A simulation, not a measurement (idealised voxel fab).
process module | voxel ribs on slabs
cross-section cut | 155 nm wide | cells 5 nm
A cross-section is a grid of square cells, given in bands from the top down. A band is one or more rows of cells.
Each band's line starts with the height of the band's top and of its bottom, in nm. Then come its materials from left to right, each with its width in nm. One material with "throughout" fills the band from edge to edge. "air" is empty space.
Height 0 is the level under which the wafer as received is all one material. The lowest band goes on downwards, as in "0 down".
A width such as "30 to 40" changes by the same amount from each row of cells to the next, from the band's top row to its bottom row.
"no change" after a step means that no cell of the cross-section changed.
closed voids: empty space of 8 cells or more with no open way to the top, each as width x height at its distance from the left edge, in nm
after a step's settings: what the simulator itself notes on the step
overlay nm, on a step with a mask: how far to the right of its planned place the mask lay; to the left if negative
plan
1 op RECEIVE | material Si
2 op DIRECTIONAL_DEP | material SiO2 | thk nm 25
3 op DIRECTIONAL_DEP | material SiN | thk nm 15
4 op PATTERN | tone cover | mask id RIB | material resist | width nm 15 | thk nm 15 | overlay nm 0
5 op DIRECTIONAL_ETCH | etch materials SiN | depth nm 10
6 op STRIP | etch materials resist
7 op MASKED_ETCH | tone cover | mask id SLAB | width nm 65 | etch materials SiN | depth nm 5 | overlay nm 0
8 op FILL_DEP | material SiO2 | thk nm 20
9 op CMP | height nm 55
10 op DIRECTIONAL_DEP | material W | thk nm 10
11 op MASKED_ETCH | tone cover | mask id HEATER | width nm 25 | etch materials W | depth nm 10 | overlay nm 0
12 op CONFORMAL_DEP | material SiO2 | thk nm 10
as received, after step 1
  0 down: Si throughout
  closed voids: none
a wafer at the end: this start, this plan, one mistake
  75 to 65: SiO2 75 | air 5 | SiO2 75
  65 to 55: W 65 | SiO2 25 | W 65
  55 to 40: SiO2 throughout
  40 to 30: SiO2 70 | SiN 15 | SiO2 70
  30 to 25: SiO2 45 | SiN 65 | SiO2 45
  25 to 0: SiO2 throughout
  0 down: Si throughout
  closed voids: none
what went wrong: step 11 ran as: op MASKED_ETCH | tone open | mask id HEATER | width nm 25 | etch materials W | depth nm 10 | overlay nm 0
